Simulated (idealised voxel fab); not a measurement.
The process module presented herein is designated voxel transistor to metal.
Cross-section cut spans 175 nm and uses square cells 5 nm in size.
The cross-sections in this document take the form of a grid made of square cells. They are written out as bands, in order from top to bottom. Each band consists of one or more rows of cells. Band entry format. Leading values: height of top, height of bottom, nm. Remainder: materials in left-to-right order, each with its width in nm. Special words: "throughout" on a single material, which then fills the band edge to edge; "blank", empty space. The level at which height equals 0 is the one under which the wafer, as it arrives, is entirely one material. No lower edge exists for the bottom band, which continues downward and is notated as in "0 -> down". You'd read "30->40" like this: the band's top row of cells is as wide as the first number, its bottom row is as wide as the second, and going down, every row changes width by the same amount as the row before did. Where the words "no alteration" appear for a step, the cross-section shows no cell changed by that step; every cell remained as before. The entry titled "Enclosed internal voids" provides the empty spaces that have no open way to the top, restricted to those of 8 cells or more. Each is presented as width x height at distance, the distance being measured from the left edge, with all three in nm. On each step's line, the part that comes after the settings is the simulator's own comment on the step. Regarding "overlay nm": on a step with a mask, it is the distance the mask lay to the right of its planned place; a negative value places it to the left. Reading key. Pairs: pre-step and post-step cross-section, one process step apart; post-step view only to lowest changed band. Step between + settings: beneath pair. Runs: pairs may be from different runs of this module, same starting wafer. Continuation from pair above: only where "Pre-step view" entry says.

Pre-step view:
- 60 -> 45 = blank (65) | SiO2 (5) | SiCN (35) | SiO2 (5) | blank (65)
- 45 -> 15 = blank (65) | SiO2 (5) | polySi (35) | SiO2 (5) | blank (65)
- 15 -> 0 = SiO2 (20) | SiN (135) | SiO2 (20)
- 0 -> -5 = SiO2 throughout
- -5 -> -30 = SiO2 (20) | Si (135) | SiO2 (20)
- -30 -> down = Si throughout
- Enclosed internal voids: none

State After Step:
- 70 -> 60 = blank (55) | SiN (65) | blank (55)
- 60 -> 45 = blank (55) | SiN (10) | SiO2 (5) | SiCN (35) | SiO2 (5) | SiN (10) | blank (55)
- 45 -> 25 = blank (55) | SiN (10) | SiO2 (5) | polySi (35) | SiO2 (5) | SiN (10) | blank (55)
- 25 -> 15 = SiN (65) | SiO2 (5) | polySi (35) | SiO2 (5) | SiN (65)
- Rest of section, below 15: as before.
- Enclosed internal voids: none
Going from one cross-section above to the next, the wafer undergoes CONFORMAL_DEP | material SiN | thk nm 10

Pre-step view: it's just the after picture from the pair right above this one.

State After Step:
- 60 -> 45 = blank (55) | SiN (10) | SiO2 (5) | SiCN (35) | SiO2 (5) | SiN (10) | blank (55)
- 45 -> 15 = blank (55) | SiN (10) | SiO2 (5) | polySi (35) | SiO2 (5) | SiN (10) | blank (55)
- Rest of section, below 15: as before.
- Enclosed internal voids: none
Going from one cross-section above to the next, the wafer undergoes DIRECTIONAL_ETCH | etch materials SiN | depth nm 10

Pre-step view: it's just the after picture from the pair right above this one.

State After Step:
- 60 -> 55 = blank (55) | SiN (10) | blank (5) | SiCN (35) | blank (5) | SiN (10) | blank (55)
- 55 -> 45 = blank (55) | SiN (10) | SiO2 (5) | SiCN (35) | SiO2 (5) | SiN (10) | blank (55)
- 45 -> 15 = blank (55) | SiN (10) | SiO2 (5) | polySi (35) | SiO2 (5) | SiN (10) | blank (55)
- 15 -> 10 = blank (20) | SiN (135) | blank (20)
- Rest of section, below 10: as before.
- Enclosed internal voids: none
Going from one cross-section above to the next, the wafer undergoes DIRECTIONAL_ETCH | etch materials SiO2 | depth nm 5

Pre-step view: it's just the after picture from the pair right above this one.

State After Step:
- 65 -> 60 = SiO2 throughout
- 60 -> 45 = SiO2 (55) | SiN (10) | SiO2 (5) | SiCN (35) | SiO2 (5) | SiN (10) | SiO2 (55)
- 45 -> 15 = SiO2 (55) | SiN (10) | SiO2 (5) | polySi (35) | SiO2 (5) | SiN (10) | SiO2 (55)
- 15 -> 0 = SiO2 (20) | SiN (135) | SiO2 (20)
- Rest of section, below 0: as before.
- Enclosed internal voids: none
Going from one cross-section above to the next, the wafer undergoes FILL_DEP | material SiO2 | thk nm 5

Pre-step view: it's just the after picture from the pair right above this one.

State After Step:
- 25 -> 15 = SiO2 (55) | SiN (10) | SiO2 (5) | polySi (35) | SiO2 (5) | SiN (10) | SiO2 (55)
- Rest of section, below 15: as before.
- Enclosed internal voids: none
Going from one cross-section above to the next, the wafer undergoes CMP | height nm 25

Pre-step view: it's just the after picture from the pair right above this one.

State After Step:
- 25 -> 15 = SiO2 (55) | SiN (10) | SiO2 (5) | blank (35) | SiO2 (5) | SiN (10) | SiO2 (55)
- Rest of section, below 15: as before.
- Enclosed internal voids: none
Going from one cross-section above to the next, the wafer undergoes STRIP | etch materials polySi

Pre-step view: it's just the after picture from the pair right above this one.

State After Step:
- 25 -> 20 = blank (55) | SiN (10) | blank (45) | SiN (10) | blank (55)
- 20 -> 15 = SiO2 (55) | SiN (10) | blank (45) | SiN (10) | SiO2 (55)
- Rest of section, below 15: as before.
- Enclosed internal voids: none
Going from one cross-section above to the next, the wafer undergoes SELECTIVE_ETCH | etch materials SiO2 | depth nm 5

Pre-step view: it's just the after picture from the pair right above this one.

State After Step:
- 30 -> 25 = blank (50) | HfO2 (20) | blank (35) | HfO2 (20) | blank (50)
- 25 -> 20 = HfO2 (55) | SiN (10) | HfO2 (5) | blank (35) | HfO2 (5) | SiN (10) | HfO2 (55)
- 20 -> 15 = SiO2 (55) | SiN (10) | HfO2 (45) | SiN (10) | SiO2 (55)
- Rest of section, below 15: as before.
- Enclosed internal voids: none
Going from one cross-section above to the next, the wafer undergoes CONFORMAL_DEP | material HfO2 | thk nm 5

Pre-step view: it's just the after picture from the pair right above this one.

State After Step:
- 35 -> 30 = blank (45) | TiN (30) | blank (25) | TiN (30) | blank (45)
- 30 -> 25 = TiN (50) | HfO2 (20) | TiN (5) | blank (25) | TiN (5) | HfO2 (20) | TiN (50)
- 25 -> 20 = HfO2 (55) | SiN (10) | HfO2 (5) | TiN (35) | HfO2 (5) | SiN (10) | HfO2 (55)
- Rest of section, below 20: as before.
- Enclosed internal voids: none
Going from one cross-section above to the next, the wafer undergoes CONFORMAL_DEP | material TiN | thk nm 5

Pre-step view: it's just the after picture from the pair right above this one.

State After Step:
- 40 -> 35 = W throughout
- 35 -> 30 = W (45) | TiN (30) | W (25) | TiN (30) | W (45)
- 30 -> 25 = TiN (50) | HfO2 (20) | TiN (5) | W (25) | TiN (5) | HfO2 (20) | TiN (50)
- Rest of section, below 25: as before.
- Enclosed internal voids: none
Going from one cross-section above to the next, the wafer undergoes FILL_DEP | material W | thk nm 5

Pre-step view: it's just the after picture from the pair right above this one.

State After Step:
- 20 -> 15 = SiO2 (55) | SiN (10) | HfO2 (45) | SiN (10) | SiO2 (55)
- Rest of section, below 15: as before.
- Enclosed internal voids: none
Going from one cross-section above to the next, the wafer undergoes CMP | height nm 20

Pre-step view: it's just the after picture from the pair right above this one.

State After Step:
- 30 -> 20 = SiO2 throughout
- Rest of section, below 20: as before.
- Enclosed internal voids: none
Going from one cross-section above to the next, the wafer undergoes DIRECTIONAL_DEP | material SiO2 | thk nm 10

Pre-step view: it's just the after picture from the pair right above this one.

State After Step:
- 30 -> 20 = SiO2 (30) | blank (20) | SiO2 (75) | blank (20) | SiO2 (30)
- 20 -> 15 = SiO2 (30) | blank (20) | SiO2 (5) | SiN (10) | HfO2 (45) | SiN (10) | SiO2 (5) | blank (20) | SiO2 (30)
- Rest of section, below 15: as before.
- Enclosed internal voids: none
Going from one cross-section above to the next, the wafer undergoes MASKED_ETCH | tone open | mask id CONTACT | width nm 20 | pitch nm 95 | etch materials SiO2 | depth nm 25 | overlay nm 0

Pre-step view: it's just the after picture from the pair right above this one.

State After Step:
- 35 -> 30 = TiN (35) | blank (10) | TiN (85) | blank (10) | TiN (35)
- 30 -> 20 = SiO2 (30) | TiN (5) | blank (10) | TiN (5) | SiO2 (75) | TiN (5) | blank (10) | TiN (5) | SiO2 (30)
- 20 -> 15 = SiO2 (30) | TiN (20) | SiO2 (5) | SiN (10) | HfO2 (45) | SiN (10) | SiO2 (5) | TiN (20) | SiO2 (30)
- Rest of section, below 15: as before.
- Enclosed internal voids: none
Going from one cross-section above to the next, the wafer undergoes CONFORMAL_DEP | material TiN | thk nm 5

Pre-step view: it's just the after picture from the pair right above this one.

State After Step:
- 45 -> 35 = W throughout
- 35 -> 30 = TiN (35) | W (10) | TiN (85) | W (10) | TiN (35)
- 30 -> 20 = SiO2 (30) | TiN (5) | W (10) | TiN (5) | SiO2 (75) | TiN (5) | W (10) | TiN (5) | SiO2 (30)
- Rest of section, below 20: as before.
- Enclosed internal voids: none
Going from one cross-section above to the next, the wafer undergoes FILL_DEP | material W | thk nm 10

Pre-step view: it's just the after picture from the pair right above this one.

State After Step:
- 30 -> 20 = SiO2 (30) | TiN (5) | W (10) | TiN (5) | SiO2 (75) | TiN (5) | W (10) | TiN (5) | SiO2 (30)
- Rest of section, below 20: as before.
- Enclosed internal voids: none
Going from one cross-section above to the next, the wafer undergoes CMP | height nm 30

Pre-step view: it's just the after picture from the pair right above this one.

State After Step:
- 35 -> 30 = TiN throughout
- Rest of section, below 30: as before.
- Enclosed internal voids: none
Going from one cross-section above to the next, the wafer undergoes DIRECTIONAL_DEP | material TiN | thk nm 5

Pre-step view: it's just the after picture from the pair right above this one.

State After Step:
- 50 -> 35 = W throughout
- Rest of section, below 35: as before.
- Enclosed internal voids: none
Going from one cross-section above to the next, the wafer undergoes DIRECTIONAL_DEP | material W | thk nm 15

Pre-step view: it's just the after picture from the pair right above this one.

State After Step:
- 60 -> 50 = aC throughout
- Rest of section, below 50: as before.
- Enclosed internal voids: none
Going from one cross-section above to the next, the wafer undergoes DIRECTIONAL_DEP | material aC | thk nm 10

Pre-step view: it's just the after picture from the pair right above this one.

State After Step:
- 90 -> 60 = blank (30) | resist (20) | blank (75) | resist (20) | blank (30)
- Rest of section, below 60: as before.
- Enclosed internal voids: none
Going from one cross-section above to the next, the wafer undergoes PATTERN | tone cover | mask id METAL_1 | material resist | width nm 20 | pitch nm 95 | thk nm 30 | overlay nm 0

Pre-step view: it's just the after picture from the pair right above this one.

State After Step:
- 80 -> 60 = blank (30) | resist (20) | blank (75) | resist (20) | blank (30)
- 60 -> 50 = blank (30) | aC (20) | blank (75) | aC (20) | blank (30)
- Rest of section, below 50: as before.
- Enclosed internal voids: none
Going from one cross-section above to the next, the wafer undergoes DIRECTIONAL_ETCH | etch materials aC | depth nm 10

Pre-step view: it's just the after picture from the pair right above this one.

State After Step:
- 60 -> 50 = blank (30) | aC (20) | blank (75) | aC (20) | blank (30)
- Rest of section, below 50: as before.
- Enclosed internal voids: none
Going from one cross-section above to the next, the wafer undergoes STRIP | etch materials resist

Pre-step view: it's just the after picture from the pair right above this one.

State After Step:
- 60 -> 50 = blank (30) | aC (20) | blank (75) | aC (20) | blank (30)
- 50 -> 35 = blank (30) | W (20) | blank (75) | W (20) | blank (30)
- Rest of section, below 35: as before.
- Enclosed internal voids: none
Going from one cross-section above to the next, the wafer undergoes DIRECTIONAL_ETCH | etch materials W | depth nm 15

Pre-step view: it's just the after picture from the pair right above this one.

State After Step:
- 60 -> 50 = blank (30) | aC (20) | blank (75) | aC (20) | blank (30)
- 50 -> 35 = blank (30) | W (20) | blank (75) | W (20) | blank (30)
- 35 -> 30 = blank (30) | TiN (20) | blank (75) | TiN (20) | blank (30)
- Rest of section, below 30: as before.
- Enclosed internal voids: none
Going from one cross-section above to the next, the wafer undergoes DIRECTIONAL_ETCH | etch materials TiN | depth nm 5

Pre-step view: it's just the after picture from the pair right above this one.

State After Step:
- 50 -> 35 = blank (30) | W (20) | blank (75) | W (20) | blank (30)
- Rest of section, below 35: as before.
- Enclosed internal voids: none
Going from one cross-section above to the next, the wafer undergoes STRIP | etch materials aC

Pre-step view: it's just the after picture from the pair right above this one.

State After Step:
- 55 -> 50 = blank (25) | SiCN (30) | blank (65) | SiCN (30) | blank (25)
- 50 -> 35 = blank (25) | SiCN (5) | W (20) | SiCN (5) | blank (65) | SiCN (5) | W (20) | SiCN (5) | blank (25)
- 35 -> 30 = SiCN (30) | TiN (20) | SiCN (75) | TiN (20) | SiCN (30)
- Rest of section, below 30: as before.
- Enclosed internal voids: none
Going from one cross-section above to the next, the wafer undergoes CONFORMAL_DEP | material SiCN | thk nm 5

Pre-step view: it's just the after picture from the pair right above this one.

State After Step:
- 65 -> 55 = lowk throughout
- 55 -> 50 = lowk (25) | SiCN (30) | lowk (65) | SiCN (30) | lowk (25)
- 50 -> 35 = lowk (25) | SiCN (5) | W (20) | SiCN (5) | lowk (65) | SiCN (5) | W (20) | SiCN (5) | lowk (25)
- Rest of section, below 35: as before.
- Enclosed internal voids: none
Going from one cross-section above to the next, the wafer undergoes FILL_DEP | material lowk | thk nm 10

Pre-step view: it's just the after picture from the pair right above this one.

State After Step:
- 50 -> 35 = lowk (25) | SiCN (5) | W (20) | SiCN (5) | lowk (65) | SiCN (5) | W (20) | SiCN (5) | lowk (25)
- Rest of section, below 35: as before.
- Enclosed internal voids: none
Going from one cross-section above to the next, the wafer undergoes CMP | height nm 50

Pre-step view: it's just the after picture from the pair right above this one.

State After Step:
- 55 -> 50 = SiCN throughout
- Rest of section, below 50: as before.
- Enclosed internal voids: none
Going from one cross-section above to the next, the wafer undergoes CONFORMAL_DEP | material SiCN | thk nm 5

Pre-step view:
- 35 -> 15 = blank (20) | resist (135) | blank (20)
- 15 -> 0 = blank (20) | SiN (135) | blank (20)
- 0 -> -5 = blank (20) | SiO2 (135) | blank (20)
- -5 -> -30 = blank (20) | Si (135) | blank (20)
- -30 -> down = Si throughout
- Enclosed internal voids: none

State After Step:
- 35 -> 15 = blank (20) | resist (135) | blank (20)
- 15 -> 0 = blank (20) | SiN (135) | blank (20)
- 0 -> -5 = blank (20) | SiO2 (135) | blank (20)
- -5 -> -55 = blank (20) | Si (135) | blank (20)
- Rest of section, below -55: as before.
- Enclosed internal voids: none
Going from one cross-section above to the next, the wafer undergoes DIRECTIONAL_ETCH | etch materials Si | depth nm 25

Pre-step view: it's just the after picture from the pair right above this one.

State After Step:
- 15 -> 0 = blank (20) | SiN (135) | blank (20)
- Rest of section, below 0: as before.
- Enclosed internal voids: none
Going from one cross-section above to the next, the wafer undergoes STRIP | etch materials resist

Pre-step view: it's just the after picture from the pair right above this one.

State After Step:
- 30 -> 15 = SiO2 throughout
- 15 -> 0 = SiO2 (20) | SiN (135) | SiO2 (20)
- 0 -> -5 = SiO2 throughout
- -5 -> -55 = SiO2 (20) | Si (135) | SiO2 (20)
- Rest of section, below -55: as before.
- Enclosed internal voids: none
Going from one cross-section above to the next, the wafer undergoes FILL_DEP | material SiO2 | thk nm 15

Pre-step view: it's just the after picture from the pair right above this one.

State After Step:
- 15 -> 0 = SiO2 (20) | SiN (135) | SiO2 (20)
- Rest of section, below 0: as before.
- Enclosed internal voids: none
Going from one cross-section above to the next, the wafer undergoes CMP | height nm 15

Pre-step view: it's just the after picture from the pair right above this one.

State After Step:
- 15 -> 5 = blank (20) | SiN (135) | blank (20)
- Rest of section, below 5: as before.
- Enclosed internal voids: none
Going from one cross-section above to the next, the wafer undergoes SELECTIVE_ETCH | etch materials SiO2 | depth nm 10

Pre-step view: it's just the after picture from the pair right above this one.

State After Step:
- 5 -> 0 = SiO2 (20) | blank (135) | SiO2 (20)
- Rest of section, below 0: as before.
- Enclosed internal voids: none
Going from one cross-section above to the next, the wafer undergoes STRIP | etch materials SiN

Pre-step view: it's just the after picture from the pair right above this one.

State After Step:
- 0 -> -5 = SiO2 (15) | blank (145) | SiO2 (15)
- Rest of section, below -5: as before.
- Enclosed internal voids: none
Going from one cross-section above to the next, the wafer undergoes SELECTIVE_ETCH | etch materials SiO2 | depth nm 5

Pre-step view: it's just the after picture from the pair right above this one.

State After Step:
- 0 -> -5 = SiO2 (15) | blank (145) | SiO2 (15)
- -5 -> -10 = SiO2 throughout
- Rest of section, below -10: as before.
- Enclosed internal voids: none
Going from one cross-section above to the next, the wafer undergoes OXIDIZE | depth nm 5

Pre-step view: it's just the after picture from the pair right above this one.

State After Step:
- 30 -> 25 = polySi (15) | blank (145) | polySi (15)
- 25 -> 0 = polySi throughout
- 0 -> -5 = SiO2 (15) | polySi (145) | SiO2 (15)
- Rest of section, below -5: as before.
- Enclosed internal voids: none
Going from one cross-section above to the next, the wafer undergoes DIRECTIONAL_DEP | material polySi | thk nm 30

Pre-step view: it's just the after picture from the pair right above this one.

State After Step:
- 45 -> 40 = SiCN (15) | blank (145) | SiCN (15)
- 40 -> 30 = SiCN throughout
- 30 -> 25 = polySi (15) | SiCN (145) | polySi (15)
- Rest of section, below 25: as before.
- Enclosed internal voids: none
Going from one cross-section above to the next, the wafer undergoes DIRECTIONAL_DEP | material SiCN | thk nm 15

Pre-step view: it's just the after picture from the pair right above this one.

State After Step:
- 65 -> 45 = blank (70) | resist (35) | blank (70)
- 45 -> 40 = SiCN (15) | blank (55) | resist (35) | blank (55) | SiCN (15)
- Rest of section, below 40: as before.
- Enclosed internal voids: none
Going from one cross-section above to the next, the wafer undergoes PATTERN | tone cover | mask id GATE | material resist | width nm 35 | thk nm 20 | overlay nm 0

Pre-step view: it's just the after picture from the pair right above this one.

State After Step:
- 65 -> 40 = blank (70) | resist (35) | blank (70)
- 40 -> 30 = blank (70) | SiCN (35) | blank (70)
- 30 -> 25 = polySi (15) | blank (55) | SiCN (35) | blank (55) | polySi (15)
- Rest of section, below 25: as before.
- Enclosed internal voids: none
Going from one cross-section above to the next, the wafer undergoes DIRECTIONAL_ETCH | etch materials SiCN | depth nm 25

Pre-step view: it's just the after picture from the pair right above this one.

State After Step:
- 65 -> 40 = blank (70) | resist (35) | blank (70)
- 40 -> 25 = blank (70) | SiCN (35) | blank (70)
- 25 -> 0 = blank (70) | polySi (35) | blank (70)
- 0 -> -5 = SiO2 (15) | blank (55) | polySi (35) | blank (55) | SiO2 (15)
- Rest of section, below -5: as before.
- Enclosed internal voids: none
Going from one cross-section above to the next, the wafer undergoes DIRECTIONAL_ETCH | etch materials polySi | depth nm 40

Pre-step view: it's just the after picture from the pair right above this one.

State After Step:
- 40 -> 25 = blank (70) | SiCN (35) | blank (70)
- Rest of section, below 25: as before.
- Enclosed internal voids: none
Going from one cross-section above to the next, the wafer undergoes STRIP | etch materials resist

Pre-step view: it's just the after picture from the pair right above this one.

State After Step:
- 45 -> 40 = blank (65) | SiO2 (45) | blank (65)
- 40 -> 25 = blank (65) | SiO2 (5) | SiCN (35) | SiO2 (5) | blank (65)
- 25 -> 5 = blank (65) | SiO2 (5) | polySi (35) | SiO2 (5) | blank (65)
- 5 -> 0 = SiO2 (20) | blank (45) | SiO2 (5) | polySi (35) | SiO2 (5) | blank (45) | SiO2 (20)
- 0 -> -5 = SiO2 (70) | polySi (35) | SiO2 (70)
- Rest of section, below -5: as before.
- Enclosed internal voids: none
Going from one cross-section above to the next, the wafer undergoes CONFORMAL_DEP | material SiO2 | thk nm 5

Pre-step view: it's just the after picture from the pair right above this one.

State After Step:
- 40 -> 25 = blank (65) | SiO2 (5) | SiCN (35) | SiO2 (5) | blank (65)
- 25 -> 0 = blank (65) | SiO2 (5) | polySi (35) | SiO2 (5) | blank (65)
- 0 -> -5 = SiO2 (20) | blank (45) | SiO2 (5) | polySi (35) | SiO2 (5) | blank (45) | SiO2 (20)
- Rest of section, below -5: as before.
- Enclosed internal voids: none
Going from one cross-section above to the next, the wafer undergoes DIRECTIONAL_ETCH | etch materials SiO2 | depth nm 5

Pre-step view: it's just the after picture from the pair right above this one.

State After Step:
- 50 -> 40 = blank (55) | SiN (65) | blank (55)
- 40 -> 25 = blank (55) | SiN (10) | SiO2 (5) | SiCN (35) | SiO2 (5) | SiN (10) | blank (55)
- 25 -> 10 = blank (55) | SiN (10) | SiO2 (5) | polySi (35) | SiO2 (5) | SiN (10) | blank (55)
- 10 -> 5 = SiN (30) | blank (25) | SiN (10) | SiO2 (5) | polySi (35) | SiO2 (5) | SiN (10) | blank (25) | SiN (30)
- 5 -> 0 = SiN (65) | SiO2 (5) | polySi (35) | SiO2 (5) | SiN (65)
- 0 -> -5 = SiO2 (20) | SiN (45) | SiO2 (5) | polySi (35) | SiO2 (5) | SiN (45) | SiO2 (20)
- Rest of section, below -5: as before.
- Enclosed internal voids: none
Going from one cross-section above to the next, the wafer undergoes CONFORMAL_DEP | material SiN | thk nm 10

Pre-step view: it's just the after picture from the pair right above this one.

State After Step:
- 40 -> 25 = blank (55) | SiN (10) | SiO2 (5) | SiCN (35) | SiO2 (5) | SiN (10) | blank (55)
- 25 -> 0 = blank (55) | SiN (10) | SiO2 (5) | polySi (35) | SiO2 (5) | SiN (10) | blank (55)
- 0 -> -5 = SiO2 (20) | SiN (10) | blank (25) | SiN (10) | SiO2 (5) | polySi (35) | SiO2 (5) | SiN (10) | blank (25) | SiN (10) | SiO2 (20)
- Rest of section, below -5: as before.
- Enclosed internal voids: none
Going from one cross-section above to the next, the wafer undergoes DIRECTIONAL_ETCH | etch materials SiN | depth nm 10

Pre-step view: it's just the after picture from the pair right above this one.

State After Step:
- 40 -> 35 = blank (55) | SiN (10) | blank (5) | SiCN (35) | blank (5) | SiN (10) | blank (55)
- 35 -> 25 = blank (55) | SiN (10) | SiO2 (5) | SiCN (35) | SiO2 (5) | SiN (10) | blank (55)
- 25 -> 0 = blank (55) | SiN (10) | SiO2 (5) | polySi (35) | SiO2 (5) | SiN (10) | blank (55)
- 0 -> -5 = blank (20) | SiN (10) | blank (25) | SiN (10) | SiO2 (5) | polySi (35) | SiO2 (5) | SiN (10) | blank (25) | SiN (10) | blank (20)
- -5 -> -10 = SiO2 (30) | blank (25) | SiO2 (65) | blank (25) | SiO2 (30)
- Rest of section, below -10: as before.
- Enclosed internal voids: none
Going from one cross-section above to the next, the wafer undergoes DIRECTIONAL_ETCH | etch materials SiO2 | depth nm 5

Pre-step view: it's just the after picture from the pair right above this one.

State After Step:
- 40 -> 35 = blank (55) | SiN (10) | blank (5) | SiCN (35) | blank (5) | SiN (10) | blank (55)
- 35 -> 25 = blank (55) | SiN (10) | SiO2 (5) | SiCN (35) | SiO2 (5) | SiN (10) | blank (55)
- 25 -> 0 = blank (55) | SiN (10) | SiO2 (5) | polySi (35) | SiO2 (5) | SiN (10) | blank (55)
- 0 -> -5 = blank (20) | SiN (10) | blank (25) | SiN (10) | SiO2 (5) | polySi (35) | SiO2 (5) | SiN (10) | blank (25) | SiN (10) | blank (20)
- -5 -> -10 = SiO2 (30) | blank (25) | SiO2 (65) | blank (25) | SiO2 (30)
- -10 -> -25 = SiO2 (20) | Si (10) | blank (25) | Si (65) | blank (25) | Si (10) | SiO2 (20)
- Rest of section, below -25: as before.
- Enclosed internal voids: none
Going from one cross-section above to the next, the wafer undergoes DIRECTIONAL_ETCH | etch materials Si | depth nm 15

Pre-step view: it's just the after picture from the pair right above this one.

State After Step:
- 40 -> 35 = blank (55) | SiN (10) | blank (5) | SiCN (35) | blank (5) | SiN (10) | blank (55)
- 35 -> 25 = blank (55) | SiN (10) | SiO2 (5) | SiCN (35) | SiO2 (5) | SiN (10) | blank (55)
- 25 -> 5 = blank (55) | SiN (10) | SiO2 (5) | polySi (35) | SiO2 (5) | SiN (10) | blank (55)
- 5 -> 0 = blank (25) | nSi (30) | SiN (10) | SiO2 (5) | polySi (35) | SiO2 (5) | SiN (10) | nSi (30) | blank (25)
- 0 -> -5 = blank (20) | SiN (10) | nSi (25) | SiN (10) | SiO2 (5) | polySi (35) | SiO2 (5) | SiN (10) | nSi (25) | SiN (10) | blank (20)
- -5 -> -10 = SiO2 (30) | nSi (25) | SiO2 (65) | nSi (25) | SiO2 (30)
- -10 -> -25 = SiO2 (20) | Si (10) | nSi (25) | Si (65) | nSi (25) | Si (10) | SiO2 (20)
- Rest of section, below -25: as before.
- Enclosed internal voids: none
Going from one cross-section above to the next, the wafer undergoes EPI | material nSi | thk nm 15

Pre-step view: it's just the after picture from the pair right above this one.

State After Step:
- 45 -> 40 = SiO2 throughout
- 40 -> 25 = SiO2 (55) | SiN (10) | SiO2 (5) | SiCN (35) | SiO2 (5) | SiN (10) | SiO2 (55)
- 25 -> 5 = SiO2 (55) | SiN (10) | SiO2 (5) | polySi (35) | SiO2 (5) | SiN (10) | SiO2 (55)
- 5 -> 0 = SiO2 (25) | nSi (30) | SiN (10) | SiO2 (5) | polySi (35) | SiO2 (5) | SiN (10) | nSi (30) | SiO2 (25)
- 0 -> -5 = SiO2 (20) | SiN (10) | nSi (25) | SiN (10) | SiO2 (5) | polySi (35) | SiO2 (5) | SiN (10) | nSi (25) | SiN (10) | SiO2 (20)
- Rest of section, below -5: as before.
- Enclosed internal voids: none
Going from one cross-section above to the next, the wafer undergoes FILL_DEP | material SiO2 | thk nm 5

Pre-step view: it's just the after picture from the pair right above this one.

State After Step:
- 25 -> 5 = SiO2 (55) | SiN (10) | SiO2 (5) | polySi (35) | SiO2 (5) | SiN (10) | SiO2 (55)
- Rest of section, below 5: as before.
- Enclosed internal voids: none
Going from one cross-section above to the next, the wafer undergoes CMP | height nm 25

Pre-step view: it's just the after picture from the pair right above this one.

State After Step:
- 25 -> 5 = SiO2 (55) | SiN (10) | SiO2 (5) | blank (35) | SiO2 (5) | SiN (10) | SiO2 (55)
- 5 -> 0 = SiO2 (25) | nSi (30) | SiN (10) | SiO2 (5) | blank (35) | SiO2 (5) | SiN (10) | nSi (30) | SiO2 (25)
- 0 -> -5 = SiO2 (20) | SiN (10) | nSi (25) | SiN (10) | SiO2 (5) | blank (35) | SiO2 (5) | SiN (10) | nSi (25) | SiN (10) | SiO2 (20)
- Rest of section, below -5: as before.
- Enclosed internal voids: none
Going from one cross-section above to the next, the wafer undergoes STRIP | etch materials polySi

Pre-step view: it's just the after picture from the pair right above this one.

State After Step:
- 25 -> 20 = blank (55) | SiN (10) | blank (45) | SiN (10) | blank (55)
- 20 -> 5 = SiO2 (55) | SiN (10) | blank (45) | SiN (10) | SiO2 (55)
- 5 -> 0 = SiO2 (25) | nSi (30) | SiN (10) | blank (45) | SiN (10) | nSi (30) | SiO2 (25)
- 0 -> -5 = SiO2 (20) | SiN (10) | nSi (25) | SiN (10) | blank (45) | SiN (10) | nSi (25) | SiN (10) | SiO2 (20)
- -5 -> -10 = SiO2 (30) | nSi (25) | SiO2 (10) | blank (45) | SiO2 (10) | nSi (25) | SiO2 (30)
- Rest of section, below -10: as before.
- Enclosed internal voids: none
Going from one cross-section above to the next, the wafer undergoes SELECTIVE_ETCH | etch materials SiO2 | depth nm 5

Pre-step view: it's just the after picture from the pair right above this one.

State After Step:
- 30 -> 25 = blank (50) | HfO2 (20) | blank (35) | HfO2 (20) | blank (50)
- 25 -> 20 = HfO2 (55) | SiN (10) | HfO2 (5) | blank (35) | HfO2 (5) | SiN (10) | HfO2 (55)
- 20 -> 5 = SiO2 (55) | SiN (10) | HfO2 (5) | blank (35) | HfO2 (5) | SiN (10) | SiO2 (55)
- 5 -> 0 = SiO2 (25) | nSi (30) | SiN (10) | HfO2 (5) | blank (35) | HfO2 (5) | SiN (10) | nSi (30) | SiO2 (25)
- 0 -> -5 = SiO2 (20) | SiN (10) | nSi (25) | SiN (10) | HfO2 (5) | blank (35) | HfO2 (5) | SiN (10) | nSi (25) | SiN (10) | SiO2 (20)
- -5 -> -10 = SiO2 (30) | nSi (25) | SiO2 (10) | HfO2 (45) | SiO2 (10) | nSi (25) | SiO2 (30)
- Rest of section, below -10: as before.
- Enclosed internal voids: none
Going from one cross-section above to the next, the wafer undergoes CONFORMAL_DEP | material HfO2 | thk nm 5

Pre-step view: it's just the after picture from the pair right above this one.

State After Step:
- 35 -> 30 = blank (45) | TiN (30) | blank (25) | TiN (30) | blank (45)
- 30 -> 25 = TiN (50) | HfO2 (20) | TiN (5) | blank (25) | TiN (5) | HfO2 (20) | TiN (50)
- 25 -> 20 = HfO2 (55) | SiN (10) | HfO2 (5) | TiN (5) | blank (25) | TiN (5) | HfO2 (5) | SiN (10) | HfO2 (55)
- 20 -> 5 = SiO2 (55) | SiN (10) | HfO2 (5) | TiN (5) | blank (25) | TiN (5) | HfO2 (5) | SiN (10) | SiO2 (55)
- 5 -> 0 = SiO2 (25) | nSi (30) | SiN (10) | HfO2 (5) | TiN (5) | blank (25) | TiN (5) | HfO2 (5) | SiN (10) | nSi (30) | SiO2 (25)
- 0 -> -5 = SiO2 (20) | SiN (10) | nSi (25) | SiN (10) | HfO2 (5) | TiN (35) | HfO2 (5) | SiN (10) | nSi (25) | SiN (10) | SiO2 (20)
- Rest of section, below -5: as before.
- Enclosed internal voids: none
Going from one cross-section above to the next, the wafer undergoes CONFORMAL_DEP | material TiN | thk nm 5

Pre-step view: it's just the after picture from the pair right above this one.

State After Step:
- 40 -> 35 = W throughout
- 35 -> 30 = W (45) | TiN (30) | W (25) | TiN (30) | W (45)
- 30 -> 25 = TiN (50) | HfO2 (20) | TiN (5) | W (25) | TiN (5) | HfO2 (20) | TiN (50)
- 25 -> 20 = HfO2 (55) | SiN (10) | HfO2 (5) | TiN (5) | W (25) | TiN (5) | HfO2 (5) | SiN (10) | HfO2 (55)
- 20 -> 5 = SiO2 (55) | SiN (10) | HfO2 (5) | TiN (5) | W (25) | TiN (5) | HfO2 (5) | SiN (10) | SiO2 (55)
- 5 -> 0 = SiO2 (25) | nSi (30) | SiN (10) | HfO2 (5) | TiN (5) | W (25) | TiN (5) | HfO2 (5) | SiN (10) | nSi (30) | SiO2 (25)
- Rest of section, below 0: as before.
- Enclosed internal voids: none
Going from one cross-section above to the next, the wafer undergoes FILL_DEP | material W | thk nm 5

Pre-step view: it's just the after picture from the pair right above this one.

State After Step:
- 20 -> 5 = SiO2 (55) | SiN (10) | HfO2 (5) | TiN (5) | W (25) | TiN (5) | HfO2 (5) | SiN (10) | SiO2 (55)
- Rest of section, below 5: as before.
- Enclosed internal voids: none
Going from one cross-section above to the next, the wafer undergoes CMP | height nm 20

Pre-step view: it's just the after picture from the pair right above this one.

State After Step:
- 30 -> 20 = SiO2 throughout
- Rest of section, below 20: as before.
- Enclosed internal voids: none
Going from one cross-section above to the next, the wafer undergoes DIRECTIONAL_DEP | material SiO2 | thk nm 10
